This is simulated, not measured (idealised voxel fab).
process module | voxel capacitor over wiring
cross-section cut | 215 nm wide | cells 5 nm
A cross-section is a grid of square cells, given in bands from the top down. A band is one or more rows of cells.
Each band's line starts with the height of the band's top and of its bottom, in nm. Then come its materials from left to right, each with its width in nm. One material with "throughout" fills the band from edge to edge. "air" is empty space.
Height 0 is the level under which the wafer as received is all one material. The lowest band goes on downwards, as in "0 down".
A width such as "30 to 40" changes by the same amount from each row of cells to the next, from the band's top row to its bottom row.
"no change" after a step means that no cell of the cross-section changed.
closed voids: empty space of 8 cells or more with no open way to the top, each as width x height at its distance from the left edge, in nm
after a step's settings: what the simulator itself notes on the step
overlay nm, on a step with a mask: how far to the right of its planned place the mask lay; to the left if negative
plan
1 op RECEIVE | material Si
2 op CONFORMAL_DEP | material SiO2 | thk nm 10
3 op DIRECTIONAL_DEP | material TiN | thk nm 5
4 op DIRECTIONAL_DEP | material Ru | thk nm 20
5 op DIRECTIONAL_DEP | material aC | thk nm 15
6 op PATTERN | tone cover | mask id METAL_1 | material resist | width nm 30 | pitch nm 95 | thk nm 30 | overlay nm 0
7 op DIRECTIONAL_ETCH | etch materials aC | depth nm 15
8 op STRIP | etch materials resist
9 op DIRECTIONAL_ETCH | etch materials Ru | depth nm 20
10 op DIRECTIONAL_ETCH | etch materials TiN | depth nm 5
11 op STRIP | etch materials aC
12 op CONFORMAL_DEP | material SiN | thk nm 5
13 op FILL_DEP | material lowk | thk nm 10
14 op CMP | height nm 35
15 op CONFORMAL_DEP | material SiCN | thk nm 5
16 op DIRECTIONAL_DEP | material SiO2 | thk nm 20
17 op MASKED_ETCH | tone open | mask id PLUG_1 | width nm 15 | etch materials SiO2 | depth nm 20 | overlay nm 0
18 op MASKED_ETCH | tone open | mask id PLUG_1 | width nm 15 | etch materials SiCN | depth nm 5 | overlay nm 0
19 op CONFORMAL_DEP | material TiN | thk nm 5
20 op FILL_DEP | material Ru | thk nm 5
21 op CMP | height nm 60
22 op DIRECTIONAL_DEP | material TiN | thk nm 5
23 op DIRECTIONAL_DEP | material HfO2 | thk nm 5
24 op DIRECTIONAL_DEP | material TiN | thk nm 5
25 op PATTERN | tone cover | mask id UPPER_PLATE | material resist | width nm 70 | thk nm 15 | overlay nm 0
26 op DIRECTIONAL_ETCH | etch materials TiN | depth nm 5
27 op DIRECTIONAL_ETCH | etch materials HfO2 | depth nm 5
28 op STRIP | etch materials resist
29 op PATTERN | tone cover | mask id LOWER_PLATE | material resist | width nm 80 | thk nm 20 | overlay nm 0
30 op DIRECTIONAL_ETCH | etch materials TiN | depth nm 5
31 op STRIP | etch materials resist
32 op FILL_DEP | material SiO2 | thk nm 20
33 op CMP | height nm 90
34 op PATTERN | tone open | mask id PLUG_2 | material resist | width nm 15 | thk nm 20 | overlay nm 0
35 op DIRECTIONAL_ETCH | etch materials SiO2 | depth nm 15
36 op STRIP | etch materials resist
37 op CONFORMAL_DEP | material TiN | thk nm 5
38 op FILL_DEP | material Cu | thk nm 10
39 op CMP | height nm 90
40 op CONFORMAL_DEP | material SiCN | thk nm 5
first wafer, as planned
as received, after step 1
  0 down: Si throughout
  closed voids: none
after step 2
  10 to 0: SiO2 throughout
  below 0: unchanged
after step 3
  15 to 10: TiN throughout
  below 10: unchanged
after step 4
  35 to 15: Ru throughout
  below 15: unchanged
after step 5
  50 to 35: aC throughout
  below 35: unchanged
after step 6
  80 to 50: air 45 | resist 30 | air 65 | resist 30 | air 45
  below 50: unchanged
after step 7
  65 to 50: air 45 | resist 30 | air 65 | resist 30 | air 45
  50 to 35: air 45 | aC 30 | air 65 | aC 30 | air 45
  below 35: unchanged
after step 8
  50 to 35: air 45 | aC 30 | air 65 | aC 30 | air 45
  below 35: unchanged
after step 9
  50 to 35: air 45 | aC 30 | air 65 | aC 30 | air 45
  35 to 15: air 45 | Ru 30 | air 65 | Ru 30 | air 45
  below 15: unchanged
after step 10
  50 to 35: air 45 | aC 30 | air 65 | aC 30 | air 45
  35 to 15: air 45 | Ru 30 | air 65 | Ru 30 | air 45
  15 to 10: air 45 | TiN 30 | air 65 | TiN 30 | air 45
  below 10: unchanged
after step 11
  35 to 15: air 45 | Ru 30 | air 65 | Ru 30 | air 45
  below 15: unchanged
after step 12
  40 to 35: air 40 | SiN 40 | air 55 | SiN 40 | air 40
  35 to 15: air 40 | SiN 5 | Ru 30 | SiN 5 | air 55 | SiN 5 | Ru 30 | SiN 5 | air 40
  15 to 10: SiN 45 | TiN 30 | SiN 65 | TiN 30 | SiN 45
  below 10: unchanged
after step 13
  50 to 40: lowk throughout
  40 to 35: lowk 40 | SiN 40 | lowk 55 | SiN 40 | lowk 40
  35 to 15: lowk 40 | SiN 5 | Ru 30 | SiN 5 | lowk 55 | SiN 5 | Ru 30 | SiN 5 | lowk 40
  below 15: unchanged
after step 14
  35 to 15: lowk 40 | SiN 5 | Ru 30 | SiN 5 | lowk 55 | SiN 5 | Ru 30 | SiN 5 | lowk 40
  below 15: unchanged
after step 15
  40 to 35: SiCN throughout
  below 35: unchanged
after step 16
  60 to 40: SiO2 throughout
  below 40: unchanged
after step 17
  60 to 40: SiO2 60 | air 15 | SiO2 140
  below 40: unchanged
after step 18
  60 to 40: SiO2 60 | air 15 | SiO2 140
  40 to 35: SiCN 60 | air 15 | SiCN 140
  below 35: unchanged
after step 19
  65 to 60: TiN 65 | air 5 | TiN 145
  60 to 40: SiO2 60 | TiN 5 | air 5 | TiN 5 | SiO2 140
  40 to 35: SiCN 60 | TiN 15 | SiCN 140
  below 35: unchanged
after step 20
  70 to 65: Ru throughout
  65 to 60: TiN 65 | Ru 5 | TiN 145
  60 to 40: SiO2 60 | TiN 5 | Ru 5 | TiN 5 | SiO2 140
  below 40: unchanged
after step 21
  60 to 40: SiO2 60 | TiN 5 | Ru 5 | TiN 5 | SiO2 140
  below 40: unchanged
after step 22
  65 to 60: TiN throughout
  below 60: unchanged
after step 23
  70 to 65: HfO2 throughout
  below 65: unchanged
after step 24
  75 to 70: TiN throughout
  below 70: unchanged
after step 25
  90 to 75: air 60 | resist 70 | air 85
  below 75: unchanged
after step 26
  90 to 75: air 60 | resist 70 | air 85
  75 to 70: air 60 | TiN 70 | air 85
  below 70: unchanged
after step 27
  90 to 75: air 60 | resist 70 | air 85
  75 to 70: air 60 | TiN 70 | air 85
  70 to 65: air 60 | HfO2 70 | air 85
  below 65: unchanged
after step 28
  75 to 70: air 60 | TiN 70 | air 85
  below 70: unchanged
after step 29
  95 to 75: air 55 | resist 80 | air 80
  75 to 70: air 55 | resist 5 | TiN 70 | resist 5 | air 80
  70 to 65: air 55 | resist 5 | HfO2 70 | resist 5 | air 80
  below 65: unchanged
after step 30
  95 to 75: air 55 | resist 80 | air 80
  75 to 70: air 55 | resist 5 | TiN 70 | resist 5 | air 80
  70 to 65: air 55 | resist 5 | HfO2 70 | resist 5 | air 80
  65 to 60: air 55 | TiN 80 | air 80
  below 60: unchanged
after step 31
  75 to 70: air 60 | TiN 70 | air 85
  70 to 65: air 60 | HfO2 70 | air 85
  below 65: unchanged
after step 32
  95 to 75: SiO2 throughout
  75 to 70: SiO2 60 | TiN 70 | SiO2 85
  70 to 65: SiO2 60 | HfO2 70 | SiO2 85
  65 to 60: SiO2 55 | TiN 80 | SiO2 80
  below 60: unchanged
after step 33
  90 to 75: SiO2 throughout
  below 75: unchanged
after step 34
  110 to 90: resist 70 | air 15 | resist 130
  below 90: unchanged
after step 35
  110 to 90: resist 70 | air 15 | resist 130
  90 to 75: SiO2 70 | air 15 | SiO2 130
  below 75: unchanged
after step 36
  90 to 75: SiO2 70 | air 15 | SiO2 130
  below 75: unchanged
after step 37
  95 to 90: TiN 75 | air 5 | TiN 135
  90 to 80: SiO2 70 | TiN 5 | air 5 | TiN 5 | SiO2 130
  80 to 70: SiO2 70 to 60 | TiN 15 to 70 | SiO2 130 to 85
  below 70: unchanged
after step 38
  105 to 95: Cu throughout
  95 to 90: TiN 75 | Cu 5 | TiN 135
  90 to 80: SiO2 70 | TiN 5 | Cu 5 | TiN 5 | SiO2 130
  below 80: unchanged
after step 39
  90 to 80: SiO2 70 | TiN 5 | Cu 5 | TiN 5 | SiO2 130
  below 80: unchanged
after step 40
  95 to 90: SiCN throughout
  below 90: unchanged
second wafer: like start, like plan, one mistake. Through step 2 it matches the first wafer
when step 3 should have ended
  15 to 10: lowk throughout
  below 10: unchanged
when step 4 should have ended
  35 to 15: Ru throughout
  below 15: unchanged
when step 5 should have ended
  50 to 35: aC throughout
  below 35: unchanged
when step 6 should have ended
  80 to 50: air 45 | resist 30 | air 65 | resist 30 | air 45
  below 50: unchanged
when step 7 should have ended
  65 to 50: air 45 | resist 30 | air 65 | resist 30 | air 45
  50 to 35: air 45 | aC 30 | air 65 | aC 30 | air 45
  below 35: unchanged
when step 8 should have ended
  50 to 35: air 45 | aC 30 | air 65 | aC 30 | air 45
  below 35: unchanged
when step 9 should have ended
  50 to 35: air 45 | aC 30 | air 65 | aC 30 | air 45
  35 to 15: air 45 | Ru 30 | air 65 | Ru 30 | air 45
  below 15: unchanged
when step 10 should have ended: no change
when step 11 should have ended
  35 to 15: air 45 | Ru 30 | air 65 | Ru 30 | air 45
  below 15: unchanged
when step 12 should have ended
  40 to 35: air 40 | SiN 40 | air 55 | SiN 40 | air 40
  35 to 20: air 40 | SiN 5 | Ru 30 | SiN 5 | air 55 | SiN 5 | Ru 30 | SiN 5 | air 40
  20 to 15: SiN 45 | Ru 30 | SiN 65 | Ru 30 | SiN 45
  below 15: unchanged
when step 13 should have ended
  50 to 40: lowk throughout
  40 to 35: lowk 40 | SiN 40 | lowk 55 | SiN 40 | lowk 40
  35 to 20: lowk 40 | SiN 5 | Ru 30 | SiN 5 | lowk 55 | SiN 5 | Ru 30 | SiN 5 | lowk 40
  below 20: unchanged
when step 14 should have ended
  35 to 20: lowk 40 | SiN 5 | Ru 30 | SiN 5 | lowk 55 | SiN 5 | Ru 30 | SiN 5 | lowk 40
  below 20: unchanged
when step 15 should have ended
  40 to 35: SiCN throughout
  below 35: unchanged
when step 16 should have ended
  60 to 40: SiO2 throughout
  below 40: unchanged
when step 17 should have ended
  60 to 40: SiO2 60 | air 15 | SiO2 140
  below 40: unchanged
when step 18 should have ended
  60 to 40: SiO2 60 | air 15 | SiO2 140
  40 to 35: SiCN 60 | air 15 | SiCN 140
  below 35: unchanged
when step 19 should have ended
  65 to 60: TiN 65 | air 5 | TiN 145
  60 to 40: SiO2 60 | TiN 5 | air 5 | TiN 5 | SiO2 140
  40 to 35: SiCN 60 | TiN 15 | SiCN 140
  below 35: unchanged
when step 20 should have ended
  70 to 65: Ru throughout
  65 to 60: TiN 65 | Ru 5 | TiN 145
  60 to 40: SiO2 60 | TiN 5 | Ru 5 | TiN 5 | SiO2 140
  below 40: unchanged
when step 21 should have ended
  60 to 40: SiO2 60 | TiN 5 | Ru 5 | TiN 5 | SiO2 140
  below 40: unchanged
when step 22 should have ended
  65 to 60: TiN throughout
  below 60: unchanged
when step 23 should have ended
  70 to 65: HfO2 throughout
  below 65: unchanged
when step 24 should have ended
  75 to 70: TiN throughout
  below 70: unchanged
when step 25 should have ended
  90 to 75: air 60 | resist 70 | air 85
  below 75: unchanged
when step 26 should have ended
  90 to 75: air 60 | resist 70 | air 85
  75 to 70: air 60 | TiN 70 | air 85
  below 70: unchanged
when step 27 should have ended
  90 to 75: air 60 | resist 70 | air 85
  75 to 70: air 60 | TiN 70 | air 85
  70 to 65: air 60 | HfO2 70 | air 85
  below 65: unchanged
when step 28 should have ended
  75 to 70: air 60 | TiN 70 | air 85
  below 70: unchanged
when step 29 should have ended
  95 to 75: air 55 | resist 80 | air 80
  75 to 70: air 55 | resist 5 | TiN 70 | resist 5 | air 80
  70 to 65: air 55 | resist 5 | HfO2 70 | resist 5 | air 80
  below 65: unchanged
when step 30 should have ended
  95 to 75: air 55 | resist 80 | air 80
  75 to 70: air 55 | resist 5 | TiN 70 | resist 5 | air 80
  70 to 65: air 55 | resist 5 | HfO2 70 | resist 5 | air 80
  65 to 60: air 55 | TiN 80 | air 80
  below 60: unchanged
when step 31 should have ended
  75 to 70: air 60 | TiN 70 | air 85
  70 to 65: air 60 | HfO2 70 | air 85
  below 65: unchanged
when step 32 should have ended
  95 to 75: SiO2 throughout
  75 to 70: SiO2 60 | TiN 70 | SiO2 85
  70 to 65: SiO2 60 | HfO2 70 | SiO2 85
  65 to 60: SiO2 55 | TiN 80 | SiO2 80
  below 60: unchanged
when step 33 should have ended
  90 to 75: SiO2 throughout
  below 75: unchanged
when step 34 should have ended
  110 to 90: resist 70 | air 15 | resist 130
  below 90: unchanged
when step 35 should have ended
  110 to 90: resist 70 | air 15 | resist 130
  90 to 75: SiO2 70 | air 15 | SiO2 130
  below 75: unchanged
when step 36 should have ended
  90 to 75: SiO2 70 | air 15 | SiO2 130
  below 75: unchanged
when step 37 should have ended
  95 to 90: TiN 75 | air 5 | TiN 135
  90 to 80: SiO2 70 | TiN 5 | air 5 | TiN 5 | SiO2 130
  80 to 70: SiO2 70 to 60 | TiN 15 to 70 | SiO2 130 to 85
  below 70: unchanged
when step 38 should have ended
  105 to 95: Cu throughout
  95 to 90: TiN 75 | Cu 5 | TiN 135
  90 to 80: SiO2 70 | TiN 5 | Cu 5 | TiN 5 | SiO2 130
  below 80: unchanged
when step 39 should have ended
  90 to 80: SiO2 70 | TiN 5 | Cu 5 | TiN 5 | SiO2 130
  below 80: unchanged
when step 40 should have ended
  95 to 90: SiCN throughout
  below 90: unchanged
what went wrong: step 3 ran as: op DIRECTIONAL_DEP | material lowk | thk nm 5
at the end the second wafer has, in cells: 4 fewer of SiN | 12 fewer of TiN | 16 more of lowk
